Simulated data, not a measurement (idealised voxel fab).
Process module heading - voxel lift off
The width of the displayed cross-section, cut, is 280 nm; its cells are square, with a size of 5 nm.
This document writes a cross-section as a grid whose cells are square, and gives it as bands, listed from the top down; one or more rows of cells form a band.
In this notation a band is specified by the heights of its top and bottom, in that order and in nm, after which its materials appear from left to right, each paired with its width in nm. The word "everywhere" attached to a single material means that material fills the band from edge to edge; the word "blank" stands for empty space.
Convention: height 0 is the level below which the wafer, as received, is all one material. The lowest band does not terminate at the bottom but continues downward, represented as "z 0 and below".
Think of "30 to 40" as a width that walks from the first number to the second as you go down the band, top row to bottom row, taking equal-sized steps from row to row.
"same as before" after a step means that no cell of the cross-section changed.
"Listed closed voids" means: voids of 8 cells or more that are shut off from the top with no open way through. Written width x height at distance, distance from the left edge, in nm.
Formally, on a step line, whatever follows the settings is a remark that the simulator itself makes on the step.
The setting "overlay nm" may be written on the line of a step. When the step uses a mask, the value reports how far to the right of the planned place the mask lay, and a negative value reports that it lay to the left.
## Steps in the process plan
1. op RECEIVE | material Si
2. op CONFORMAL_DEP | material SiN | thk nm 10
3. op PATTERN | tone open | mask id LINES | material resist | width nm 30 | pitch nm 45 | thk nm 20 | overlay nm 0
4. op DIRECTIONAL_DEP | material Ru | thk nm 10
5. op STRIP | etch materials resist
6. op CONFORMAL_DEP | material SiO2 | thk nm 10
## Wafer as received: cross-section following step 1
    z 0 and below: Si everywhere
    Listed closed voids: none
## Post-module cross-section of the first of two wafers (run per plan)
    z 30 to 20: 45 of blank; 185 of SiO2; 50 of blank
    z 20 to 10: 55 of SiO2; 30 of Ru; 15 of SiO2; 30 of Ru; 15 of SiO2; 30 of Ru; 15 of SiO2; 30 of Ru; 60 of SiO2
    z 10 to 0: SiN everywhere
    z 0 and below: Si everywhere
    Listed closed voids: none
## End of module, second wafer, cross-section. Started like the first, planned like the first, run with one mistake
    z 30 to 20: 50 of blank; 185 of SiO2; 45 of blank
    z 20 to 10: 60 of SiO2; 30 of Ru; 15 of SiO2; 30 of Ru; 15 of SiO2; 30 of Ru; 15 of SiO2; 30 of Ru; 55 of SiO2
    z 10 to 0: SiN everywhere
    z 0 and below: Si everywhere
    Listed closed voids: none
Finding, execution versus plan: step 3 went in with a setting other than planned; the actual run was op PATTERN | tone open | mask id LINES | material resist | width nm 30 | pitch nm 45 | thk nm 20 | overlay nm 5
Heads up: at the end the two wafers have identical cell counts per material, they're just laid out differently.
